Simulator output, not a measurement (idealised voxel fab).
The following process module bears the name voxel quadruple lines.
The cross-section shown here is cut; it is 165 nm wide and divided into square cells measuring 5 nm on a side.
Cross-section layout: square cells on a grid; listed as bands, top to bottom; a band spans one or more cell rows. Each band's line starts with the height of the band's top and of its bottom, in nm. Then come its materials from left to right, each with its width in nm. One material with "full width" fills the band from edge to edge. "blank" is empty space. Heads up on the height convention: 0 is the point under which the incoming wafer is all one material, and the lowest band has no bottom, it just keeps going down, like "z 0 and below". Quick explanation for "30..40": the width changes in equal steps down the rows of cells, from the first number in the band's top row to the second number in its bottom row. No cell of the cross-section changed in a step that is given as "no modification". Entry "Closed void list". Content: empty spaces with no open connection to the top, size 8 cells or greater. Each: width x height at distance. Distance: from left edge. Unit: nm. If you see something after the settings on a step's line, that's the simulator's own remark about that step. "overlay nm" answers the question of how far to the right of plan the mask lay on a step that has a mask, and when it is negative the answer is to the left.
-- Process steps - plan
- 1: RECEIVE [material Si]
- 2: CONFORMAL_DEP [material SiO2] [thk nm 10]
- 3: DIRECTIONAL_DEP [material TiN] [thk nm 15]
- 4: DIRECTIONAL_DEP [material polySi] [thk nm 15]
- 5: DIRECTIONAL_DEP [material aC] [thk nm 20]
- 6: PATTERN [tone cover] [mask id MANDREL] [material resist] [width nm 25] [thk nm 30] [overlay nm 0]
- 7: DIRECTIONAL_ETCH [etch materials aC] [depth nm 20]
- 8: STRIP [etch materials resist]
- 9: CONFORMAL_DEP [material SiO2] [thk nm 15]
- 10: DIRECTIONAL_ETCH [etch materials SiO2] [depth nm 15]
- 11: STRIP [etch materials aC]
- 12: DIRECTIONAL_ETCH [etch materials polySi] [depth nm 15]
- 13: STRIP [etch materials SiO2]
- 14: CONFORMAL_DEP [material SiCN] [thk nm 5]
- 15: DIRECTIONAL_ETCH [etch materials SiCN] [depth nm 5]
- 16: STRIP [etch materials polySi]
- 17: DIRECTIONAL_ETCH [etch materials TiN] [depth nm 15]
- 18: STRIP [etch materials SiCN]
-- The first of a set of two wafers, run to plan
-- as received, after step 1
    z 0 and below | Si full width
    Closed void list: none
-- Once step 2 is through, the wafer looks like this in cross-section
    z 10 to 0 | SiO2 full width
    below 0: unchanged
-- Once step 3 is through, the wafer looks like this in cross-section
    z 25 to 10 | TiN full width
    below 10: unchanged
-- Once step 4 is through, the wafer looks like this in cross-section
    z 40 to 25 | polySi full width
    below 25: unchanged
-- Once step 5 is through, the wafer looks like this in cross-section
    z 60 to 40 | aC full width
    below 40: unchanged
-- Once step 6 is through, the wafer looks like this in cross-section
    z 90 to 60 | 70 of blank, 25 of resist, 70 of blank
    below 60: unchanged
-- Once step 7 is through, the wafer looks like this in cross-section
    z 70 to 60 | 70 of blank, 25 of resist, 70 of blank
    z 60 to 40 | 70 of blank, 25 of aC, 70 of blank
    below 40: unchanged
-- Once step 8 is through, the wafer looks like this in cross-section
    z 60 to 40 | 70 of blank, 25 of aC, 70 of blank
    below 40: unchanged
-- Once step 9 is through, the wafer looks like this in cross-section
    z 75 to 60 | 55 of blank, 55 of SiO2, 55 of blank
    z 60 to 55 | 55 of blank, 15 of SiO2, 25 of aC, 15 of SiO2, 55 of blank
    z 55 to 40 | 70 of SiO2, 25 of aC, 70 of SiO2
    below 40: unchanged
-- Once step 10 is through, the wafer looks like this in cross-section
    z 60 to 40 | 55 of blank, 15 of SiO2, 25 of aC, 15 of SiO2, 55 of blank
    below 40: unchanged
-- Once step 11 is through, the wafer looks like this in cross-section
    z 60 to 40 | 55 of blank, 15 of SiO2, 25 of blank, 15 of SiO2, 55 of blank
    below 40: unchanged
-- Once step 12 is through, the wafer looks like this in cross-section
    z 60 to 40 | 55 of blank, 15 of SiO2, 25 of blank, 15 of SiO2, 55 of blank
    z 40 to 25 | 55 of blank, 15 of polySi, 25 of blank, 15 of polySi, 55 of blank
    below 25: unchanged
-- Once step 13 is through, the wafer looks like this in cross-section
    z 40 to 25 | 55 of blank, 15 of polySi, 25 of blank, 15 of polySi, 55 of blank
    below 25: unchanged
-- Once step 14 is through, the wafer looks like this in cross-section
    z 45 to 40 | 50 of blank, 25 of SiCN, 15 of blank, 25 of SiCN, 50 of blank
    z 40 to 30 | 50 of blank, 5 of SiCN, 15 of polySi, 5 of SiCN, 15 of blank, 5 of SiCN, 15 of polySi, 5 of SiCN, 50 of blank
    z 30 to 25 | 55 of SiCN, 15 of polySi, 25 of SiCN, 15 of polySi, 55 of SiCN
    below 25: unchanged
-- Once step 15 is through, the wafer looks like this in cross-section
    z 40 to 25 | 50 of blank, 5 of SiCN, 15 of polySi, 5 of SiCN, 15 of blank, 5 of SiCN, 15 of polySi, 5 of SiCN, 50 of blank
    below 25: unchanged
-- Once step 16 is through, the wafer looks like this in cross-section
    z 40 to 25 | 50 of blank, 5 of SiCN, 15 of blank, 5 of SiCN, 15 of blank, 5 of SiCN, 15 of blank, 5 of SiCN, 50 of blank
    below 25: unchanged
-- Once step 17 is through, the wafer looks like this in cross-section
    z 40 to 25 | 50 of blank, 5 of SiCN, 15 of blank, 5 of SiCN, 15 of blank, 5 of SiCN, 15 of blank, 5 of SiCN, 50 of blank
    z 25 to 10 | 50 of blank, 5 of TiN, 15 of blank, 5 of TiN, 15 of blank, 5 of TiN, 15 of blank, 5 of TiN, 50 of blank
    below 10: unchanged
-- Once step 18 is through, the wafer looks like this in cross-section
    z 25 to 10 | 50 of blank, 5 of TiN, 15 of blank, 5 of TiN, 15 of blank, 5 of TiN, 15 of blank, 5 of TiN, 50 of blank
    below 10: unchanged
-- Wafer two. Same start, same plan, one slip in execution. Same as wafer one through step 2, inclusive
-- Second wafer shown in cross-section at the time step 3 was slated to end
    z 40 to 10 | TiN full width
    below 10: unchanged
-- Second wafer shown in cross-section at the time step 4 was slated to end
    z 55 to 40 | polySi full width
    below 40: unchanged
-- Second wafer shown in cross-section at the time step 5 was slated to end
    z 75 to 55 | aC full width
    below 55: unchanged
-- Second wafer shown in cross-section at the time step 6 was slated to end
    z 105 to 75 | 70 of blank, 25 of resist, 70 of blank
    below 75: unchanged
-- Second wafer shown in cross-section at the time step 7 was slated to end
    z 85 to 75 | 70 of blank, 25 of resist, 70 of blank
    z 75 to 55 | 70 of blank, 25 of aC, 70 of blank
    below 55: unchanged
-- Second wafer shown in cross-section at the time step 8 was slated to end
    z 75 to 55 | 70 of blank, 25 of aC, 70 of blank
    below 55: unchanged
-- Second wafer shown in cross-section at the time step 9 was slated to end
    z 90 to 75 | 55 of blank, 55 of SiO2, 55 of blank
    z 75 to 70 | 55 of blank, 15 of SiO2, 25 of aC, 15 of SiO2, 55 of blank
    z 70 to 55 | 70 of SiO2, 25 of aC, 70 of SiO2
    below 55: unchanged
-- Second wafer shown in cross-section at the time step 10 was slated to end
    z 75 to 55 | 55 of blank, 15 of SiO2, 25 of aC, 15 of SiO2, 55 of blank
    below 55: unchanged
-- Second wafer shown in cross-section at the time step 11 was slated to end
    z 75 to 55 | 55 of blank, 15 of SiO2, 25 of blank, 15 of SiO2, 55 of blank
    below 55: unchanged
-- Second wafer shown in cross-section at the time step 12 was slated to end
    z 75 to 55 | 55 of blank, 15 of SiO2, 25 of blank, 15 of SiO2, 55 of blank
    z 55 to 40 | 55 of blank, 15 of polySi, 25 of blank, 15 of polySi, 55 of blank
    below 40: unchanged
-- Second wafer shown in cross-section at the time step 13 was slated to end
    z 55 to 40 | 55 of blank, 15 of polySi, 25 of blank, 15 of polySi, 55 of blank
    below 40: unchanged
-- Second wafer shown in cross-section at the time step 14 was slated to end
    z 60 to 55 | 50 of blank, 25 of SiCN, 15 of blank, 25 of SiCN, 50 of blank
    z 55 to 45 | 50 of blank, 5 of SiCN, 15 of polySi, 5 of SiCN, 15 of blank, 5 of SiCN, 15 of polySi, 5 of SiCN, 50 of blank
    z 45 to 40 | 55 of SiCN, 15 of polySi, 25 of SiCN, 15 of polySi, 55 of SiCN
    below 40: unchanged
-- Second wafer shown in cross-section at the time step 15 was slated to end
    z 55 to 40 | 50 of blank, 5 of SiCN, 15 of polySi, 5 of SiCN, 15 of blank, 5 of SiCN, 15 of polySi, 5 of SiCN, 50 of blank
    below 40: unchanged
-- Second wafer shown in cross-section at the time step 16 was slated to end
    z 55 to 40 | 50 of blank, 5 of SiCN, 15 of blank, 5 of SiCN, 15 of blank, 5 of SiCN, 15 of blank, 5 of SiCN, 50 of blank
    below 40: unchanged
-- Second wafer shown in cross-section at the time step 17 was slated to end
    z 55 to 40 | 50 of blank, 5 of SiCN, 15 of blank, 5 of SiCN, 15 of blank, 5 of SiCN, 15 of blank, 5 of SiCN, 50 of blank
    z 40 to 25 | 50 of blank, 5 of TiN, 15 of blank, 5 of TiN, 15 of blank, 5 of TiN, 15 of blank, 5 of TiN, 50 of blank
    below 25: unchanged
-- Second wafer shown in cross-section at the time step 18 was slated to end
    z 40 to 25 | 50 of blank, 5 of TiN, 15 of blank, 5 of TiN, 15 of blank, 5 of TiN, 15 of blank, 5 of TiN, 50 of blank
    below 25: unchanged
What went wrong in running the wafer? plan step 3 was conducted twice
The closing comparison, in cells, has the second wafer with more or fewer of some materials than the first: +99 TiN
